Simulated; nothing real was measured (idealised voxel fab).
The process module that follows is named voxel wiring stack.
Section cut is 280 nm wide and gridded with 5 nm square cells.
A cross-section is a grid of square cells, given in bands from the top down. A band is one or more rows of cells.
Look at the band entry: it leads with the top's height and the bottom's height in nm. Then it lists the materials left to right, with a width in nm for each. The word "edge to edge" on a single material says that material fills the band edge to edge. The word "blank" is empty space.
Measure heights from 0. That's the level where, below it, the as-received wafer is all one material. The lowest band is bottomless and extends downward; write it as in "0 -> down".
You'd read "30->40" like this: the band's top row of cells is as wide as the first number, its bottom row is as wide as the second, and going down, every row changes width by the same amount as the row before did.
Step note "changes: none" = no cross-section cell changed.
Empty spaces without an open route to the top, at least 8 cells in extent, make up the entry "Closed cavity list"; each is given as width x height at distance, where the distance is measured from the left edge, and all are in nm.
Whatever follows a step's settings on its line is a remark the simulator itself makes about that step.
overlay nm: step with mask; distance mask lay right of planned place; negative value = left of planned place.

PLANNED STEP LIST FOR THE PROCESS
| 1 | RECEIVE (material Si) |
| 2 | CONFORMAL_DEP (material SiO2; thk nm 10) |
| 3 | DIRECTIONAL_DEP (material TiN; thk nm 5) |
| 4 | DIRECTIONAL_DEP (material Ru; thk nm 20) |
| 5 | PATTERN (tone cover; mask id METAL_1; material resist; width nm 20; pitch nm 40; thk nm 20; overlay nm 0) |
| 6 | DIRECTIONAL_ETCH (etch materials Ru; depth nm 20) |
| 7 | DIRECTIONAL_ETCH (etch materials TiN; depth nm 5) |
| 8 | STRIP (etch materials resist) |
| 9 | FILL_DEP (material SiO2; thk nm 10) |
| 10 | CMP (height nm 35) |
| 11 | CONFORMAL_DEP (material SiCN; thk nm 5) |
| 12 | DIRECTIONAL_DEP (material lowk; thk nm 10) |
| 13 | MASKED_ETCH (tone open; mask id PLUG_1; width nm 15; etch materials lowk; depth nm 10; overlay nm 0) |
| 14 | MASKED_ETCH (tone open; mask id PLUG_1; width nm 15; etch materials SiCN; depth nm 5; overlay nm 0) |
| 15 | CONFORMAL_DEP (material TiN; thk nm 5) |
| 16 | FILL_DEP (material Ru; thk nm 10) |
| 17 | CMP (height nm 50) |
| 18 | CONFORMAL_DEP (material SiCN; thk nm 5) |
| 19 | DIRECTIONAL_DEP (material SiO2; thk nm 15) |
| 20 | MASKED_ETCH (tone open; mask id METAL_2; width nm 20; pitch nm 40; etch materials SiO2; depth nm 15; overlay nm 0) |
| 21 | MASKED_ETCH (tone open; mask id METAL_2; width nm 20; pitch nm 40; etch materials SiCN; depth nm 5; overlay nm 0) |
| 22 | CONFORMAL_DEP (material TiN; thk nm 5) |
| 23 | FILL_DEP (material Ru; thk nm 10) |
| 24 | CMP (height nm 70) |
| 25 | EPI (material Ru; thk nm 5) |
| 26 | FILL_DEP (material SiCN; thk nm 5) |

THE CROSS-SECTION HERE SHOWS THE WAFER AS RECEIVED, I.E. IN ITS STATE AFTER STEP 1
	0 -> down: Si edge to edge
	Closed cavity list: none

THE FIRST OF TWO WAFERS, CROSS-SECTIONED AT THE END OF THE MODULE, WITH THE RUN PROCEEDING AS PLANNED
	80 -> 75: SiCN edge to edge
	75 -> 70: SiCN 105, Ru 30, SiCN 10, Ru 30, SiCN 105
	70 -> 55: SiO2 110, TiN 5, Ru 10, TiN 5, SiO2 20, TiN 5, Ru 10, TiN 5, SiO2 110
	55 -> 50: SiCN 110, TiN 20, SiCN 20, TiN 20, SiCN 110
	50 -> 40: lowk 110, TiN 5, Ru 5, TiN 5, lowk 155
	40 -> 35: SiCN 110, TiN 15, SiCN 155
	35 -> 15: SiO2 110, Ru 20, SiO2 20, Ru 20, SiO2 110
	15 -> 10: SiO2 110, TiN 20, SiO2 20, TiN 20, SiO2 110
	10 -> 0: SiO2 edge to edge
	0 -> down: Si edge to edge
	Closed cavity list: none

CROSS-SECTION AT END OF MODULE FOR THE SECOND WAFER OF TWO, WHICH MATCHED THE FIRST IN STARTING POINT AND PLAN AND DIFFERED BY ONE MISTAKE IN ITS PROCESSING
	80 -> 75: SiCN edge to edge
	75 -> 70: SiCN 105, Ru 30, SiCN 10, Ru 30, SiCN 105
	70 -> 60: SiO2 110, TiN 5, Ru 10, TiN 5, SiO2 20, TiN 5, Ru 10, TiN 5, SiO2 110
	60 -> 55: SiO2 110, TiN 20, SiO2 20, TiN 20, SiO2 110
	55 -> 50: Ru edge to edge
	50 -> 40: lowk 110, TiN 5, Ru 5, TiN 5, lowk 155
	40 -> 35: SiCN 110, TiN 15, SiCN 155
	35 -> 15: SiO2 110, Ru 20, SiO2 20, Ru 20, SiO2 110
	15 -> 10: SiO2 110, TiN 20, SiO2 20, TiN 20, SiO2 110
	10 -> 0: SiO2 edge to edge
	0 -> down: Si edge to edge
	Closed cavity list: none
The mistake made against the process plan was this: it should be noted that step 18 was executed with settings other than those planned, the operation and settings actually applied being CONFORMAL_DEP (material Ru; thk nm 5)
Wrapping up, a cell-based count of both wafers puts the second over or under the first for these materials: Ru: 52 more; SiCN: 48 fewer; TiN: 4 fewer
